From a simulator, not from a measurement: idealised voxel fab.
Proc. module: voxel self aligned contacts
Cross-section cut: width 290 nm, square cells of 5 nm.
A cross-section in this document is a grid of square cells, and it is written down as bands, the top band listed before the ones below it; a band is made up of one or more rows of cells.
Top height, bottom height, nm. Materials left to right, width each, nm. Single material + "everywhere" = fills band edge to edge. "empty" = empty.
Where do heights start? At 0: under that level the wafer as delivered is made of one material only. And the lowest band has no floor; it just carries on downward, as in "top 0, no bottom".
Width: "30 to 40" (first number = top row, second number = bottom row, same change from row to row of cells).
Given "nothing different" for a step, no cell of the cross-section differs between before and after that step.
"Sealed cavities": sealed empty spaces, 8 cells or more, no open way to top, listed width x height at distance, with distance from the left edge and width, height and distance in nm.
Where a step's line continues beyond its settings, the continuation is a remark by the simulator itself on that step.
For masked steps, "overlay nm" on the step line gives how far right of plan the mask actually lay; a minus sign means it lay to the left.

The following list gives the planned process steps:
| 1 | RECEIVE | material Si |
| 2 | OXIDIZE | depth nm 5 |
| 3 | DIRECTIONAL_DEP | material polySi | thk nm 25 |
| 4 | DIRECTIONAL_DEP | material SiN | thk nm 20 |
| 5 | DIRECTIONAL_DEP | material aC | thk nm 15 |
| 6 | PATTERN | tone cover | mask id GATE | material resist | width nm 25 | pitch nm 70 | thk nm 30 | overlay nm 0 |
| 7 | DIRECTIONAL_ETCH | etch materials aC | depth nm 15 |
| 8 | STRIP | etch materials resist |
| 9 | DIRECTIONAL_ETCH | etch materials SiN | depth nm 20 |
| 10 | DIRECTIONAL_ETCH | etch materials polySi | depth nm 25 |
| 11 | STRIP | etch materials aC |
| 12 | CONFORMAL_DEP | material SiN | thk nm 10 |
| 13 | DIRECTIONAL_ETCH | etch materials SiN | depth nm 10 |
| 14 | FILL_DEP | material SiO2 | thk nm 20 |
| 15 | CMP | height nm 55 |
| 16 | MASKED_ETCH | tone open | mask id CONTACT | width nm 55 | etch materials SiO2 | depth nm 60 | overlay nm 0 |
| 17 | CONFORMAL_DEP | material TiN | thk nm 5 |
| 18 | FILL_DEP | material W | thk nm 10 |
| 19 | CMP | height nm 55 |
| 20 | CONFORMAL_DEP | material SiN | thk nm 5 |

As-received state of the wafer in cross-section, equivalent to post-step 1:
- top 0, no bottom | Si everywhere
- Sealed cavities: none

First of two wafers at the end of the module, shown in cross-section; run carried out as planned:
- top 60, bottom 55 | SiN everywhere
- top 55, bottom 45 | SiO2 115 nm, TiN 5 to 20 nm, W 45 to 15 nm, TiN 5 to 20 nm, SiO2 120 nm
- top 45, bottom 25 | SiO2 85 nm, SiN 45 nm, TiN 5 nm, W 15 nm, TiN 5 nm, SiN 45 nm, SiO2 90 nm
- top 25, bottom 0 | SiO2 85 nm, SiN 10 nm, polySi 25 nm, SiN 10 nm, TiN 5 nm, W 15 nm, TiN 5 nm, SiN 10 nm, polySi 25 nm, SiN 10 nm, SiO2 90 nm
- top 0, bottom -5 | SiO2 130 nm, TiN 25 nm, SiO2 135 nm
- top -5, no bottom | Si everywhere
- Sealed cavities: none

Same start, same plan as the first wafer - but one mistake in the run. Cross-section of the second of the two at the end of the module:
- top 60, bottom 55 | SiN everywhere
- top 55, bottom 45 | SiO2 115 nm, TiN 5 to 20 nm, W 45 to 15 nm, TiN 5 to 20 nm, SiO2 120 nm
- top 45, bottom 25 | SiO2 85 nm, SiN 45 nm, TiN 5 nm, W 15 nm, TiN 5 nm, SiN 45 nm, SiO2 90 nm
- top 25, bottom 5 | SiO2 85 nm, SiN 10 nm, polySi 25 nm, SiN 10 nm, TiN 5 nm, W 15 nm, TiN 5 nm, SiN 10 nm, polySi 25 nm, SiN 10 nm, SiO2 90 nm
- top 5, bottom 0 | SiO2 85 nm, SiN 10 nm, polySi 25 nm, SiN 10 nm, TiN 25 nm, SiN 10 nm, polySi 25 nm, SiN 10 nm, SiO2 90 nm
- top 0, no bottom | Si everywhere
- Sealed cavities: none
Diagnosis: step 2 from the plan never happened, it was just skipped
FYI, end of process, the second wafer has more or fewer cells of some materials than the first: Si: 58 more, SiO2: 53 fewer, TiN: 2 fewer, W: 3 fewer
